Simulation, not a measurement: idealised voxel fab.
Presented below is a process module, voxel ribs on slabs.
The cross-section on display is named cut; it measures 265 nm wide, and its cells are 5 nm squares.
Reading order for cross-sections: top band down to bottom band. Underlying form: a grid of square cells. Band size: one or more rows of cells.
Read a band's entry like this: the first values are the height of its top and the height of its bottom in nm, and what follows is the sequence of materials from left to right, each with its width in nm. Note that "empty" is empty space, and that a single material marked "all across" reaches across the band from edge to edge.
Height datum 0, below which the as-received substrate wafer is one material. Lowest band open at the bottom, running downward: "from 0 down".
Width spec "30 to 40" -> top row of cells at first value, bottom row at second value, equal per-row change in between.
"nothing was modified" for a step: no cell of the cross-section changed in that step.
Basically, "Enclosed cavity list" tells you about the enclosed voids: empty spaces with no open way to the top, 8 cells or bigger, each written width x height at distance, where distance is from the left edge, all in nm.
What comes after the settings on a step's line is commentary from the simulator itself on that step.
"overlay nm" answers the question of how far to the right of plan the mask lay on a step that has a mask, and when it is negative the answer is to the left.
These are the steps we planned for the process:
- 1: RECEIVE: material Si
- 2: DIRECTIONAL_DEP: material SiO2, thk nm 20
- 3: DIRECTIONAL_DEP: material polySi, thk nm 20
- 4: PATTERN: tone cover, mask id RIB, material resist, width nm 30, thk nm 15, overlay nm 0
- 5: DIRECTIONAL_ETCH: etch materials polySi, depth nm 5
- 6: STRIP: etch materials resist
- 7: PATTERN: tone cover, mask id SLAB, material resist, width nm 90, thk nm 20, overlay nm 0
- 8: DIRECTIONAL_ETCH: etch materials polySi, depth nm 15
- 9: STRIP: etch materials resist
- 10: FILL_DEP: material SiO2, thk nm 30
- 11: CMP: height nm 60
- 12: DIRECTIONAL_DEP: material TiN, thk nm 10
- 13: PATTERN: tone cover, mask id HEATER, material resist, width nm 40, thk nm 15, overlay nm 0
- 14: DIRECTIONAL_ETCH: etch materials TiN, depth nm 10
- 15: STRIP: etch materials resist
- 16: CONFORMAL_DEP: material SiN, thk nm 5
The wafers in this document start out alike and differ in the thk nm applied at step 16; the plan shows the value used for the first wafer.
Cross-section of the first of several wafers on receipt, reflecting completion of step 1:
> from 0 down  Si all across
> Enclosed cavity list: none
Here's the first of several wafers in cross-section, end of the module, after the last step, step 16:
> from 75 to 70  105 nm empty; 50 nm SiN; 110 nm empty
> from 70 to 65  105 nm empty; 5 nm SiN; 40 nm TiN; 5 nm SiN; 110 nm empty
> from 65 to 60  110 nm SiN; 40 nm TiN; 115 nm SiN
> from 60 to 40  SiO2 all across
> from 40 to 35  115 nm SiO2; 30 nm polySi; 120 nm SiO2
> from 35 to 20  85 nm SiO2; 90 nm polySi; 90 nm SiO2
> from 20 to 0  SiO2 all across
> from 0 down  Si all across
> Enclosed cavity list: none
At the end of the module, the last of several wafers in cross-section:
> from 90 to 80  90 nm empty; 80 nm SiN; 95 nm empty
> from 80 to 70  SiN all across
> from 70 to 60  110 nm SiN; 40 nm TiN; 115 nm SiN
> from 60 to 40  SiO2 all across
> from 40 to 35  115 nm SiO2; 30 nm polySi; 120 nm SiO2
> from 35 to 20  85 nm SiO2; 90 nm polySi; 90 nm SiO2
> from 20 to 0  SiO2 all across
> from 0 down  Si all across
> Enclosed cavity list: none
The table below has one row for each wafer; a row shows, as of the end of the module, how many cells of each material the wafer has gained, marked (+), or lost, marked (-), since it was received, and then the wafer's closed voids:
thk nm 5 | +57 SiN | +576 SiO2 | +16 TiN | +60 polySi | Enclosed cavity list: none
thk nm 10 | +114 SiN | +576 SiO2 | +16 TiN | +60 polySi | Enclosed cavity list: none
thk nm 15 | +171 SiN | +576 SiO2 | +16 TiN | +60 polySi | Enclosed cavity list: none
thk nm 20 | +228 SiN | +576 SiO2 | +16 TiN | +60 polySi | Enclosed cavity list: none
